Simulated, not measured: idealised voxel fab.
process module | voxel capacitor over wiring
cross-section cut | 170 nm wide | cells 5 nm
A cross-section is a grid of square cells, given in bands from the top down. A band is one or more rows of cells.
Each band's line starts with the height of the band's top and of its bottom, in nm. Then come its materials from left to right, each with its width in nm. One material with "throughout" fills the band from edge to edge. "air" is empty space.
Height 0 is the level under which the wafer as received is all one material. The lowest band goes on downwards, as in "0 down".
A width such as "30 to 40" changes by the same amount from each row of cells to the next, from the band's top row to its bottom row.
"no change" after a step means that no cell of the cross-section changed.
closed voids: empty space of 8 cells or more with no open way to the top, each as width x height at its distance from the left edge, in nm
after a step's settings: what the simulator itself notes on the step
overlay nm, on a step with a mask: how far to the right of its planned place the mask lay; to the left if negative
plan
1 op RECEIVE | material Si
2 op CONFORMAL_DEP | material SiO2 | thk nm 10
3 op CONFORMAL_DEP | material SiN | thk nm 5
4 op DIRECTIONAL_DEP | material lowk | thk nm 20
5 op PATTERN | tone open | mask id METAL_1 | material resist | width nm 25 | pitch nm 90 | thk nm 20 | overlay nm 0
6 op DIRECTIONAL_ETCH | etch materials lowk | depth nm 20
7 op DIRECTIONAL_ETCH | etch materials SiN | depth nm 5
8 op STRIP | etch materials resist
9 op CONFORMAL_DEP | material TiN | thk nm 5
10 op FILL_DEP | material Ru | thk nm 5
11 op CMP | height nm 35
12 op CONFORMAL_DEP | material SiCN | thk nm 5
13 op DIRECTIONAL_DEP | material lowk | thk nm 20
14 op MASKED_ETCH | tone open | mask id PLUG_1 | width nm 15 | etch materials lowk | depth nm 20 | overlay nm 0
15 op MASKED_ETCH | tone open | mask id PLUG_1 | width nm 15 | etch materials SiCN | depth nm 5 | overlay nm 0
16 op CONFORMAL_DEP | material TiN | thk nm 5
17 op FILL_DEP | material Ru | thk nm 5
18 op CMP | height nm 60
19 op DIRECTIONAL_DEP | material TiN | thk nm 5
20 op DIRECTIONAL_DEP | material SiN | thk nm 5
21 op DIRECTIONAL_DEP | material TiN | thk nm 10
22 op MASKED_ETCH | tone cover | mask id UPPER_PLATE | width nm 70 | etch materials TiN | depth nm 10 | overlay nm 0
23 op MASKED_ETCH | tone cover | mask id UPPER_PLATE | width nm 70 | etch materials SiN | depth nm 5 | overlay nm 0
24 op MASKED_ETCH | tone cover | mask id LOWER_PLATE | width nm 80 | etch materials TiN | depth nm 5 | overlay nm 0
25 op FILL_DEP | material SiO2 | thk nm 20
26 op CMP | height nm 95
27 op PATTERN | tone open | mask id PLUG_2 | material resist | width nm 15 | thk nm 15 | overlay nm 0
28 op DIRECTIONAL_ETCH | etch materials SiO2 | depth nm 15
29 op STRIP | etch materials resist
30 op CONFORMAL_DEP | material TiN | thk nm 5
31 op FILL_DEP | material Ru | thk nm 5
32 op CMP | height nm 95
33 op CONFORMAL_DEP | material SiCN | thk nm 5
as received, after step 1
  0 down: Si throughout
  closed voids: none
first wafer at the end, as planned
  100 to 95: SiCN throughout
  95 to 85: SiO2 45 | TiN 5 | Ru 5 | TiN 5 | SiO2 110
  85 to 80: SiO2 45 | TiN 15 | SiO2 110
  80 to 70: SiO2 35 | TiN 70 | SiO2 65
  70 to 65: SiO2 35 | SiN 70 | SiO2 65
  65 to 60: SiO2 30 | TiN 80 | SiO2 60
  60 to 40: lowk 35 | TiN 5 | Ru 5 | TiN 5 | lowk 120
  40 to 35: SiCN 35 | TiN 15 | SiCN 120
  35 to 15: lowk 25 | TiN 5 | Ru 15 | TiN 5 | lowk 65 | TiN 5 | Ru 15 | TiN 5 | lowk 30
  15 to 10: SiN 25 | TiN 25 | SiN 65 | TiN 25 | SiN 30
  10 to 0: SiO2 throughout
  0 down: Si throughout
  closed voids: none
second wafer at the end: like start, like plan, one mistake
  100 to 95: SiCN throughout
  95 to 85: SiO2 45 | TiN 5 | Ru 5 | TiN 5 | SiO2 110
  85 to 80: SiO2 45 | TiN 15 | SiO2 110
  80 to 75: SiO2 30 | TiN 5 | SiO2 70 | TiN 5 | SiO2 60
  75 to 70: TiN 35 | SiO2 70 | TiN 65
  70 to 65: SiN throughout
  65 to 60: TiN throughout
  60 to 40: lowk 35 | TiN 5 | Ru 5 | TiN 5 | lowk 120
  40 to 35: SiCN 35 | TiN 15 | SiCN 120
  35 to 15: lowk 25 | TiN 5 | Ru 15 | TiN 5 | lowk 65 | TiN 5 | Ru 15 | TiN 5 | lowk 30
  15 to 10: SiN 25 | TiN 25 | SiN 65 | TiN 25 | SiN 30
  10 to 0: SiO2 throughout
  0 down: Si throughout
  closed voids: none
what went wrong: step 22 ran as: op MASKED_ETCH | tone open | mask id UPPER_PLATE | width nm 70 | etch materials TiN | depth nm 10 | overlay nm 0
at the end the second wafer has, in cells: 20 more of SiN | 32 fewer of SiO2 | 12 more of TiN
